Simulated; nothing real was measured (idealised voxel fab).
Process module, titled voxel transistor to metal
Section shown: cut. Width: 210 nm. Cell size: 5 nm, square.
Heads up, the way a cross-section reads in here is a grid of square cells, handed over as bands from the top down, with every band being one or more rows of cells. Look at the band entry: it leads with the top's height and the bottom's height in nm. Then it lists the materials left to right, with a width in nm for each. The word "all across" on a single material says that material fills the band edge to edge. The word "blank" is empty space. The level at which height equals 0 is the one under which the wafer, as it arrives, is entirely one material. No lower edge exists for the bottom band, which continues downward and is notated as in "0 and below". Quick explanation for "30 to 40": the width changes in equal steps down the rows of cells, from the first number in the band's top row to the second number in its bottom row. Take "remained unchanged" at face value: in the step it is given for, the cross-section changed in none of its cells. Enclosed voids (no open way to top), threshold 8 cells or more, entry "Enclosed empty spaces", notation width x height at distance, distance from left edge, nm. That trailing text on a step's line, after the settings, is the simulator's own remark on the step. On any step carrying a mask, the "overlay nm" setting, if present on the step's line, tells how far right of its planned place the mask lay; negative values point to the left.

Listed below are the process steps as planned:
1: RECEIVE, material Si
2: CONFORMAL_DEP, material SiO2, thk nm 5
3: CONFORMAL_DEP, material SiN, thk nm 10
4: MASKED_ETCH, tone cover, mask id ACTIVE, width nm 110, etch materials SiN, depth nm 10, overlay nm 0
5: MASKED_ETCH, tone cover, mask id ACTIVE, width nm 110, etch materials SiO2, depth nm 5, overlay nm 0
6: MASKED_ETCH, tone cover, mask id ACTIVE, width nm 110, etch materials Si, depth nm 25, overlay nm 0
7: FILL_DEP, material SiO2, thk nm 10
8: CMP, height nm 15
9: SELECTIVE_ETCH, etch materials SiO2, depth nm 5
10: STRIP, etch materials SiN
11: SELECTIVE_ETCH, etch materials SiO2, depth nm 5
12: OXIDIZE, depth nm 5
13: DIRECTIONAL_DEP, material polySi, thk nm 25
14: DIRECTIONAL_DEP, material SiCN, thk nm 15
15: MASKED_ETCH, tone cover, mask id GATE, width nm 30, etch materials SiCN, depth nm 25, overlay nm 0
16: MASKED_ETCH, tone cover, mask id GATE, width nm 30, etch materials polySi, depth nm 35, overlay nm 0
17: CONFORMAL_DEP, material SiN, thk nm 5
18: DIRECTIONAL_ETCH, etch materials SiN, depth nm 5
19: DIRECTIONAL_ETCH, etch materials SiO2, depth nm 5
20: DIRECTIONAL_ETCH, etch materials Si, depth nm 15
21: EPI, material pSi, thk nm 15
22: FILL_DEP, material SiO2, thk nm 5
23: CMP, height nm 25
24: STRIP, etch materials polySi
25: SELECTIVE_ETCH, etch materials SiO2, depth nm 5
26: CONFORMAL_DEP, material HfO2, thk nm 5
27: CONFORMAL_DEP, material TiN, thk nm 5
28: FILL_DEP, material W, thk nm 5
29: CMP, height nm 20
30: DIRECTIONAL_DEP, material SiO2, thk nm 15
31: DIRECTIONAL_DEP, material aC, thk nm 15
32: PATTERN, tone open, mask id CONTACT, material resist, width nm 15, pitch nm 75, thk nm 35, overlay nm 0
33: DIRECTIONAL_ETCH, etch materials aC, depth nm 15
34: STRIP, etch materials resist
35: DIRECTIONAL_ETCH, etch materials SiO2, depth nm 40
36: STRIP, etch materials aC
37: CONFORMAL_DEP, material TiN, thk nm 5
38: FILL_DEP, material Ru, thk nm 10
39: CMP, height nm 35
40: CONFORMAL_DEP, material SiCN, thk nm 5
41: DIRECTIONAL_DEP, material lowk, thk nm 25
42: MASKED_ETCH, tone open, mask id METAL_1, width nm 15, pitch nm 75, etch materials lowk, depth nm 25, overlay nm 0
43: MASKED_ETCH, tone open, mask id METAL_1, width nm 15, pitch nm 75, etch materials SiCN, depth nm 5, overlay nm 0
44: CONFORMAL_DEP, material TiN, thk nm 5
45: FILL_DEP, material Cu, thk nm 10
46: CMP, height nm 65
47: CONFORMAL_DEP, material SiN, thk nm 5

Cross-section of the wafer at receipt, which is the condition after step 1:
> 0 and below = Si all across
> Enclosed empty spaces: none

The module was run from the start shown above using the plan shown above, but one mistake was made doing it; the resulting wafer cross-section is below:
> 85 down to 80 = SiN all across
> 80 down to 70 = Cu all across
> 70 down to 65 = TiN 65, Cu 5, TiN 70, Cu 5, TiN 65
> 65 down to 40 = lowk 60, TiN 5, Cu 5, TiN 5, lowk 60, TiN 5, Cu 5, TiN 5, lowk 60
> 40 down to 35 = SiCN 60, TiN 15, SiCN 60, TiN 15, SiCN 60
> 35 down to 20 = SiO2 60, TiN 5, Ru 5, TiN 5, SiO2 60, TiN 5, Ru 5, TiN 5, SiO2 60
> 20 down to 15 = SiO2 60, TiN 5, Ru 5, TiN 5, SiO2 10, SiN 5, HfO2 5, TiN 5, W 10, TiN 5, HfO2 5, SiN 5, SiO2 10, TiN 5, Ru 5, TiN 5, SiO2 60
> 15 down to 10 = SiO2 60, TiN 15, SiO2 10, SiN 5, HfO2 5, TiN 5, W 10, TiN 5, HfO2 5, SiN 5, SiO2 10, TiN 15, SiO2 60
> 10 down to 5 = SiO2 60, TiN 10, pSi 15, SiN 5, HfO2 5, TiN 5, W 10, TiN 5, HfO2 5, SiN 5, pSi 15, TiN 10, SiO2 60
> 5 down to 0 = SiO2 45, SiN 5, SiO2 10, TiN 10, pSi 15, SiN 5, HfO2 5, TiN 20, HfO2 5, SiN 5, pSi 15, TiN 10, SiO2 10, SiN 5, SiO2 45
> 0 down to -5 = SiO2 60, TiN 10, pSi 15, HfO2 40, pSi 15, TiN 10, SiO2 60
> -5 down to -20 = SiO2 50, pSi 35, Si 40, pSi 35, SiO2 50
> -20 down to -25 = SiO2 50, Si 110, SiO2 50
> -25 and below = Si all across
> Enclosed empty spaces: none
Heads up, the wafer didn't run the way we planned it: the run left out plan step 46 entirely, so it was never executed
